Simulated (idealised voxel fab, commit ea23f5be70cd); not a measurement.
Process module in this document: voxel trench capacitor
Square cell edge 5 nm, section width 260 nm, ID cut.
Heads up, the way a cross-section reads in here is a grid of square cells, handed over as bands from the top down, with every band being one or more rows of cells. Each band's line starts with the height of the band's top and of its bottom, in nm. Then come its materials from left to right, each with its width in nm. One material with "everywhere" fills the band from edge to edge. "blank" is empty space. Counting heights begins at 0, where everything beneath is, in the wafer as received, one material. The lowest band has no bottom; it goes on downwards, as "top 0, no bottom" shows. Read "30->40" as a graded width: first number on top, second number at the bottom, same change between each pair of neighbouring rows. Any step labelled "left unchanged" changed none of the cells in the cross-section. "Sealed internal cavities" contains a list of empty spaces, each no smaller than 8 cells and without an open way to the top, written in the form width x height at distance with the distance from the left edge and all three in nm. It should be noted that, on the line of a given step, the content following the step's settings is a remark produced by the simulator itself with respect to that step. A step line may carry the setting "overlay nm", which, for steps involving a mask, states the distance by which the mask lay to the right of its intended position; negative values denote displacement to the left.
### List of planned process steps
1,RECEIVE: material Si
2,CONFORMAL_DEP: material SiN, thk nm 5
3,MASKED_ETCH: tone open, mask id TRENCH, width nm 20, pitch nm 45, etch materials SiN, depth nm 5, overlay nm 0
4,MASKED_ETCH: tone open, mask id TRENCH, width nm 30, pitch nm 45, etch materials Si, depth nm 40, overlay nm 0
5,CONFORMAL_DEP: material Al2O3, thk nm 5
6,CONFORMAL_DEP: material TiN, thk nm 5
7,FILL_DEP: material W, thk nm 5
8,CMP: height nm 5
Keep in mind the plan's value for the width nm of step 3 comes from the first wafer; the wafers don't share that setting, but they do share the same starting point.
### Cut through the first of several wafers as received, post step 1
top 0, no bottom  Si everywhere
Sealed internal cavities: none
### Shown in cross-section: the first of several wafers at the end of the module, after its last step, step 8
top 5, bottom 0  75 SiN, 5 Al2O3, 10 TiN, 5 Al2O3, 25 SiN, 5 Al2O3, 10 TiN, 5 Al2O3, 25 SiN, 5 Al2O3, 10 TiN, 5 Al2O3, 75 SiN
top 0, bottom -35  75 Si, 5 Al2O3, 10 TiN, 5 Al2O3, 25 Si, 5 Al2O3, 10 TiN, 5 Al2O3, 25 Si, 5 Al2O3, 10 TiN, 5 Al2O3, 75 Si
top -35, bottom -40  75 Si, 20 Al2O3, 25 Si, 20 Al2O3, 25 Si, 20 Al2O3, 75 Si
top -40, no bottom  Si everywhere
Sealed internal cavities: none
### End of module, last wafer sectioned
top 5, bottom 0  70 SiN, 5 Al2O3, 5 TiN, 10 W, 5 TiN, 5 Al2O3, 15 SiN, 5 Al2O3, 5 TiN, 10 W, 5 TiN, 5 Al2O3, 15 SiN, 5 Al2O3, 5 TiN, 10 W, 5 TiN, 5 Al2O3, 70 SiN
top 0, bottom -30  70 Si, 5 Al2O3, 5 TiN, 10 W, 5 TiN, 5 Al2O3, 15 Si, 5 Al2O3, 5 TiN, 10 W, 5 TiN, 5 Al2O3, 15 Si, 5 Al2O3, 5 TiN, 10 W, 5 TiN, 5 Al2O3, 70 Si
top -30, bottom -35  70 Si, 5 Al2O3, 20 TiN, 5 Al2O3, 15 Si, 5 Al2O3, 20 TiN, 5 Al2O3, 15 Si, 5 Al2O3, 20 TiN, 5 Al2O3, 70 Si
top -35, bottom -40  70 Si, 30 Al2O3, 15 Si, 30 Al2O3, 15 Si, 30 Al2O3, 70 Si
top -40, no bottom  Si everywhere
Sealed internal cavities: none
### So in this table every wafer gets its own row, and what you see is where it stands at the end of the module: for each material, how many cells it picked up (+) or gave up (-) since we received it, and after that its closed voids
width nm 20; +60 Al2O3; -96 Si; +40 SiN; +48 TiN; Sealed internal cavities: none
width nm 25; +63 Al2O3; -120 Si; +37 SiN; +51 TiN; +21 W; Sealed internal cavities: none
width nm 30; +66 Al2O3; -144 Si; +34 SiN; +54 TiN; +42 W; Sealed internal cavities: none
